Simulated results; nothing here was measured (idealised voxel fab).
process module | voxel ribs on slabs
cross-section cut | 140 nm wide | cells 5 nm
A cross-section is a grid of square cells, given in bands from the top down. A band is one or more rows of cells.
Each band's line starts with the height of the band's top and of its bottom, in nm. Then come its materials from left to right, each with its width in nm. One material with "throughout" fills the band from edge to edge. "air" is empty space.
Height 0 is the level under which the wafer as received is all one material. The lowest band goes on downwards, as in "0 down".
A width such as "30 to 40" changes by the same amount from each row of cells to the next, from the band's top row to its bottom row.
"no change" after a step means that no cell of the cross-section changed.
closed voids: empty space of 8 cells or more with no open way to the top, each as width x height at its distance from the left edge, in nm
after a step's settings: what the simulator itself notes on the step
overlay nm, on a step with a mask: how far to the right of its planned place the mask lay; to the left if negative
plan
1 op RECEIVE | material Si
2 op DIRECTIONAL_DEP | material SiO2 | thk nm 20
3 op DIRECTIONAL_DEP | material polySi | thk nm 25
4 op PATTERN | tone cover | mask id RIB | material resist | width nm 30 | thk nm 15 | overlay nm 0
5 op DIRECTIONAL_ETCH | etch materials polySi | depth nm 10
6 op STRIP | etch materials resist
7 op DIRECTIONAL_DEP | material aC | thk nm 15
8 op PATTERN | tone cover | mask id SLAB | material resist | width nm 90 | thk nm 30 | overlay nm 0
9 op DIRECTIONAL_ETCH | etch materials aC | depth nm 15
10 op STRIP | etch materials resist
11 op DIRECTIONAL_ETCH | etch materials polySi | depth nm 15
12 op STRIP | etch materials aC
13 op FILL_DEP | material SiO2 | thk nm 25
14 op CMP | height nm 60
15 op DIRECTIONAL_DEP | material W | thk nm 10
16 op MASKED_ETCH | tone cover | mask id HEATER | width nm 40 | etch materials W | depth nm 10 | overlay nm 0
17 op CONFORMAL_DEP | material SiN | thk nm 10
first wafer, as planned
as received, after step 1
  0 down: Si throughout
  closed voids: none
after step 2
  20 to 0: SiO2 throughout
  below 0: unchanged
after step 3
  45 to 20: polySi throughout
  below 20: unchanged
after step 4
  60 to 45: air 55 | resist 30 | air 55
  below 45: unchanged
after step 5
  60 to 45: air 55 | resist 30 | air 55
  45 to 35: air 55 | polySi 30 | air 55
  below 35: unchanged
after step 6
  45 to 35: air 55 | polySi 30 | air 55
  below 35: unchanged
after step 7
  60 to 50: air 55 | aC 30 | air 55
  50 to 45: aC throughout
  45 to 35: aC 55 | polySi 30 | aC 55
  below 35: unchanged
after step 8
  90 to 60: air 25 | resist 90 | air 25
  60 to 50: air 25 | resist 30 | aC 30 | resist 30 | air 25
  below 50: unchanged
after step 9
  75 to 60: air 25 | resist 90 | air 25
  60 to 50: air 25 | resist 30 | aC 30 | resist 30 | air 25
  50 to 45: air 25 | aC 90 | air 25
  45 to 35: air 25 | aC 30 | polySi 30 | aC 30 | air 25
  below 35: unchanged
after step 10
  60 to 50: air 55 | aC 30 | air 55
  below 50: unchanged
after step 11
  60 to 50: air 55 | aC 30 | air 55
  50 to 45: air 25 | aC 90 | air 25
  45 to 35: air 25 | aC 30 | polySi 30 | aC 30 | air 25
  35 to 20: air 25 | polySi 90 | air 25
  below 20: unchanged
after step 12
  45 to 35: air 55 | polySi 30 | air 55
  below 35: unchanged
after step 13
  70 to 45: SiO2 throughout
  45 to 35: SiO2 55 | polySi 30 | SiO2 55
  35 to 20: SiO2 25 | polySi 90 | SiO2 25
  below 20: unchanged
after step 14
  60 to 45: SiO2 throughout
  below 45: unchanged
after step 15
  70 to 60: W throughout
  below 60: unchanged
after step 16
  70 to 60: air 50 | W 40 | air 50
  below 60: unchanged
after step 17
  80 to 70: air 40 | SiN 60 | air 40
  70 to 60: SiN 50 | W 40 | SiN 50
  below 60: unchanged
second wafer: like start, like plan, one mistake. Through step 1 it matches the first wafer
when step 2 should have ended
  15 to 0: SiO2 throughout
  below 0: unchanged
when step 3 should have ended
  40 to 15: polySi throughout
  below 15: unchanged
when step 4 should have ended
  55 to 40: air 55 | resist 30 | air 55
  below 40: unchanged
when step 5 should have ended
  55 to 40: air 55 | resist 30 | air 55
  40 to 30: air 55 | polySi 30 | air 55
  below 30: unchanged
when step 6 should have ended
  40 to 30: air 55 | polySi 30 | air 55
  below 30: unchanged
when step 7 should have ended
  55 to 45: air 55 | aC 30 | air 55
  45 to 40: aC throughout
  40 to 30: aC 55 | polySi 30 | aC 55
  below 30: unchanged
when step 8 should have ended
  85 to 55: air 25 | resist 90 | air 25
  55 to 45: air 25 | resist 30 | aC 30 | resist 30 | air 25
  below 45: unchanged
when step 9 should have ended
  70 to 55: air 25 | resist 90 | air 25
  55 to 45: air 25 | resist 30 | aC 30 | resist 30 | air 25
  45 to 40: air 25 | aC 90 | air 25
  40 to 30: air 25 | aC 30 | polySi 30 | aC 30 | air 25
  below 30: unchanged
when step 10 should have ended
  55 to 45: air 55 | aC 30 | air 55
  below 45: unchanged
when step 11 should have ended
  55 to 45: air 55 | aC 30 | air 55
  45 to 40: air 25 | aC 90 | air 25
  40 to 30: air 25 | aC 30 | polySi 30 | aC 30 | air 25
  30 to 15: air 25 | polySi 90 | air 25
  below 15: unchanged
when step 12 should have ended
  40 to 30: air 55 | polySi 30 | air 55
  below 30: unchanged
when step 13 should have ended
  65 to 40: SiO2 throughout
  40 to 30: SiO2 55 | polySi 30 | SiO2 55
  30 to 15: SiO2 25 | polySi 90 | SiO2 25
  below 15: unchanged
when step 14 should have ended
  60 to 40: SiO2 throughout
  below 40: unchanged
when step 15 should have ended
  70 to 60: W throughout
  below 60: unchanged
when step 16 should have ended
  70 to 60: air 50 | W 40 | air 50
  below 60: unchanged
when step 17 should have ended
  80 to 70: air 40 | SiN 60 | air 40
  70 to 60: SiN 50 | W 40 | SiN 50
  below 60: unchanged
what went wrong: step 2 ran as: op DIRECTIONAL_DEP | material SiO2 | thk nm 15
at the end the second wafer has, in cells: as many of each material as the first, in other places
